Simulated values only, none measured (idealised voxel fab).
process module | voxel gate over fins
cross-section cut | 165 nm wide | cells 5 nm
A cross-section is a grid of square cells, given in bands from the top down. A band is one or more rows of cells.
Each band's line starts with the height of the band's top and of its bottom, in nm. Then come its materials from left to right, each with its width in nm. One material with "throughout" fills the band from edge to edge. "air" is empty space.
Height 0 is the level under which the wafer as received is all one material. The lowest band goes on downwards, as in "0 down".
A width such as "30 to 40" changes by the same amount from each row of cells to the next, from the band's top row to its bottom row.
"no change" after a step means that no cell of the cross-section changed.
closed voids: empty space of 8 cells or more with no open way to the top, each as width x height at its distance from the left edge, in nm
after a step's settings: what the simulator itself notes on the step
overlay nm, on a step with a mask: how far to the right of its planned place the mask lay; to the left if negative
plan
1 op RECEIVE | material Si
2 op CONFORMAL_DEP | material SiN | thk nm 10
3 op PATTERN | tone cover | mask id FINS | material resist | width nm 15 | pitch nm 60 | thk nm 20 | overlay nm 0
4 op DIRECTIONAL_ETCH | etch materials SiN | depth nm 10
5 op DIRECTIONAL_ETCH | etch materials Si | depth nm 30
6 op STRIP | etch materials resist
7 op FILL_DEP | material SiO2 | thk nm 10
8 op CMP | height nm 10
9 op DIRECTIONAL_DEP | material aC | thk nm 15
10 op PATTERN | tone open | mask id RAIL | material resist | width nm 15 | thk nm 30 | overlay nm 0
11 op DIRECTIONAL_ETCH | etch materials aC | depth nm 15
12 op STRIP | etch materials resist
13 op DIRECTIONAL_ETCH | etch materials SiO2 | depth nm 35
14 op STRIP | etch materials aC
15 op CONFORMAL_DEP | material TiN | thk nm 5
16 op FILL_DEP | material Ru | thk nm 10
17 op CMP | height nm 10
18 op SELECTIVE_ETCH | etch materials W Ru TiN | depth nm 30
19 op FILL_DEP | material SiO2 | thk nm 5
20 op CMP | height nm 10
21 op SELECTIVE_ETCH | etch materials SiO2 | depth nm 10
22 op STRIP | etch materials SiN
23 op CONFORMAL_DEP | material HfO2 | thk nm 5
24 op CONFORMAL_DEP | material TiN | thk nm 5
25 op FILL_DEP | material W | thk nm 10
26 op CMP | height nm 15
27 op CONFORMAL_DEP | material SiCN | thk nm 5
varied across the wafers: depth nm of step 21. The plan shows the first wafer's value. All wafers start alike
first wafer as received, after step 1
  0 down: Si throughout
  closed voids: none
first wafer at the end, after step 27
  20 to 15: SiCN throughout
  15 to 10: W throughout
  10 to 5: TiN throughout
  5 to 0: HfO2 throughout
  0 to -20: SiO2 45 | Si 15 | SiO2 45 | Si 15 | SiO2 45
  -20 to -25: SiO2 45 | Si 15 | SiO2 15 | TiN 15 | SiO2 15 | Si 15 | SiO2 45
  -25 to -30: SiO2 45 | Si 15 | SiO2 45 | Si 15 | SiO2 45
  -30 down: Si throughout
  closed voids: none
last wafer at the end
  20 to 15: SiCN throughout
  15 to 10: W throughout
  10 to 5: W 35 | TiN 35 | W 25 | TiN 35 | W 35
  5 to 0: W 35 | TiN 5 | HfO2 25 | TiN 5 | W 25 | TiN 5 | HfO2 25 | TiN 5 | W 35
  0 to -10: W 35 | TiN 5 | HfO2 5 | Si 15 | HfO2 5 | TiN 5 | W 25 | TiN 5 | HfO2 5 | Si 15 | HfO2 5 | TiN 5 | W 35
  -10 to -15: W 35 | TiN 5 | HfO2 5 | Si 15 | HfO2 5 | TiN 35 | HfO2 5 | Si 15 | HfO2 5 | TiN 5 | W 35
  -15 to -20: TiN 40 | HfO2 5 | Si 15 | HfO2 5 | TiN 5 | HfO2 25 | TiN 5 | HfO2 5 | Si 15 | HfO2 5 | TiN 40
  -20 to -25: HfO2 45 | Si 15 | HfO2 15 | TiN 15 | HfO2 15 | Si 15 | HfO2 45
  -25 to -30: SiO2 45 | Si 15 | SiO2 45 | Si 15 | SiO2 45
  -30 down: Si throughout
  closed voids: none
each wafer at the end: cells of each material gained (+) or lost (-) since it was received, then its closed voids
depth nm 10 | +33 HfO2 | -162 Si | +33 SiCN | +159 SiO2 | +36 TiN | +33 W | closed voids: none
depth nm 15 | +37 HfO2 | -162 Si | +33 SiCN | +132 SiO2 | +40 TiN | +52 W | closed voids: none
depth nm 20 | +41 HfO2 | -162 Si | +33 SiCN | +105 SiO2 | +44 TiN | +71 W | closed voids: none
depth nm 25 | +45 HfO2 | -162 Si | +33 SiCN | +78 SiO2 | +48 TiN | +90 W | closed voids: none
depth nm 30 | +49 HfO2 | -162 Si | +33 SiCN | +51 SiO2 | +52 TiN | +109 W | closed voids: none
depth nm 35 | +55 HfO2 | -162 Si | +33 SiCN | +27 SiO2 | +56 TiN | +123 W | closed voids: none
